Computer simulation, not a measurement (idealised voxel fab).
The following process module bears the name voxel double patterning.
265 nm wide, 5 nm square cells: that's cross-section cut.
We lay out every cross-section as a grid of square cells and spell it out in bands from the top down, where one band means one or more rows of cells.
Top height, bottom height, nm. Materials left to right, width each, nm. Single material + "full width" = fills band edge to edge. "air" = empty.
Height datum 0, below which the as-received substrate wafer is one material. Lowest band open at the bottom, running downward: "0 nm and below".
Note: "30..40" means the width goes from the first number (top row of the band) to the second number (bottom row) in equal steps per row of cells.
"no modification" -> step changed no cross-section cell.
"Catalogued sealed voids" specifies each empty space that is not open to the top and that occupies no fewer than 8 cells, using the form width x height at distance, the distance measured from the left edge and all three quantities in nm.
Whatever follows a step's settings on its line is a remark the simulator itself makes about that step.
"overlay nm" on a masked step: distance the mask lay right of its planned place, negative for left.
The process steps that were planned are listed below:
- 1: RECEIVE: material Si
- 2: CONFORMAL_DEP: material SiO2, thk nm 5
- 3: DIRECTIONAL_DEP: material TiN, thk nm 15
- 4: DIRECTIONAL_DEP: material SiN, thk nm 5
- 5: MASKED_ETCH: tone open, mask id FIRST, width nm 15, pitch nm 50, etch materials SiN, depth nm 5, overlay nm 0
- 6: PATTERN: tone open, mask id SECOND, material resist, width nm 15, pitch nm 50, thk nm 15, overlay nm 0
- 7: DIRECTIONAL_ETCH: etch materials SiN, depth nm 5
- 8: STRIP: etch materials resist
- 9: DIRECTIONAL_ETCH: etch materials TiN, depth nm 15
- 10: STRIP: etch materials SiN
So this is the incoming wafer in cross-section - it's already been through step 1:
* 0 nm and below = Si full width
* Catalogued sealed voids: none
Wafer cross-section at end of module: start and plan as shown above, one execution error:
* 20 nm to 5 nm = TiN 80 nm | air 15 nm | TiN 5 nm | air 15 nm | TiN 15 nm | air 15 nm | TiN 5 nm | air 15 nm | TiN 15 nm | air 15 nm | TiN 70 nm
* 5 nm to 0 nm = SiO2 full width
* 0 nm and below = Si full width
* Catalogued sealed voids: none
what went wrong: for step 5, the planned setting was not used; the step was instead run as MASKED_ETCH: tone open, mask id FIRST, width nm 15, pitch nm 50, etch materials SiN, depth nm 5, overlay nm 5
